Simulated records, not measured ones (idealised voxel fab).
The following is a process module called voxel self aligned vias.
We display cut, a cross-section 300 nm in width whose square cells are each 5 nm.
A cross-section is written here as square cells arranged in a grid, and it is given in bands from the top down, each band taking up one or more rows of cells.
Basically the band line says how high the top is and how high the bottom is, in nm, and then what's in it from left to right, every material with its width in nm. Empty space shows up as "air", and if a single material carries "full width" it runs the full band edge to edge.
Counting heights begins at 0, where everything beneath is, in the wafer as received, one material. The lowest band has no bottom; it goes on downwards, as "0 nm and below" shows.
Width "30..40": first value at the band's top row of cells, second value at its bottom row, equal change from row to row.
"no change" (step): cross-section cells unchanged, all of them.
This entry, "Internal closed voids", enumerates those empty regions of no fewer than 8 cells that possess no open connection to the top. Each region is reported in the form width x height at distance, the distance being taken from the left edge, with all three quantities expressed in nm.
Whatever follows a step's settings on its line is a remark the simulator itself makes about that step.
The "overlay nm" setting may appear on a step's line; for a step that uses a mask, it gives how far to the right of its planned position the mask lay, and a negative value indicates the left.

Planned step list for the process
1,RECEIVE, material Si
2,CONFORMAL_DEP, material SiO2, thk nm 15
3,CONFORMAL_DEP, material SiCN, thk nm 5
4,DIRECTIONAL_DEP, material lowk, thk nm 30
5,MASKED_ETCH, tone open, mask id LINES, width nm 15, pitch nm 60, etch materials lowk, depth nm 30, overlay nm 0
6,CONFORMAL_DEP, material TiN, thk nm 5
7,FILL_DEP, material Ru, thk nm 10
8,CMP, height nm 50
9,SELECTIVE_ETCH, etch materials W Ru TiN, depth nm 5
10,FILL_DEP, material SiN, thk nm 10
11,CMP, height nm 50
12,DIRECTIONAL_DEP, material lowk, thk nm 20
13,MASKED_ETCH, tone open, mask id VIAS, width nm 30, pitch nm 60, etch materials lowk, depth nm 20, overlay nm 0
14,MASKED_ETCH, tone open, mask id VIAS, width nm 30, pitch nm 60, etch materials SiN, depth nm 5, overlay nm 0
15,CONFORMAL_DEP, material TiN, thk nm 5
16,FILL_DEP, material Cu, thk nm 10
17,CMP, height nm 70
18,CONFORMAL_DEP, material SiN, thk nm 5
The plan's step 5 width nm is the first wafer's value; the wafers differ in this setting and start identical.

Incoming state of the first of several wafers in cross-section: after step 1
* 0 nm and below  Si full width
* Internal closed voids: none

Below: a row per wafer. Contents at end of module: for every material, cells gained since receipt (+) or lost since receipt (-); then closed voids
width nm 15; +39 Cu; +12 Ru; +60 SiCN; +60 SiN; +180 SiO2; +75 TiN; +474 lowk; Internal closed voids: none
width nm 20; +42 Cu; +24 Ru; +60 SiCN; +60 SiN; +180 SiO2; +78 TiN; +456 lowk; Internal closed voids: none
width nm 25; +45 Cu; +36 Ru; +60 SiCN; +60 SiN; +180 SiO2; +81 TiN; +438 lowk; Internal closed voids: none
width nm 30; +48 Cu; +48 Ru; +60 SiCN; +60 SiN; +180 SiO2; +84 TiN; +420 lowk; Internal closed voids: none
width nm 35; +48 Cu; +60 Ru; +60 SiCN; +63 SiN; +180 SiO2; +87 TiN; +402 lowk; Internal closed voids: none
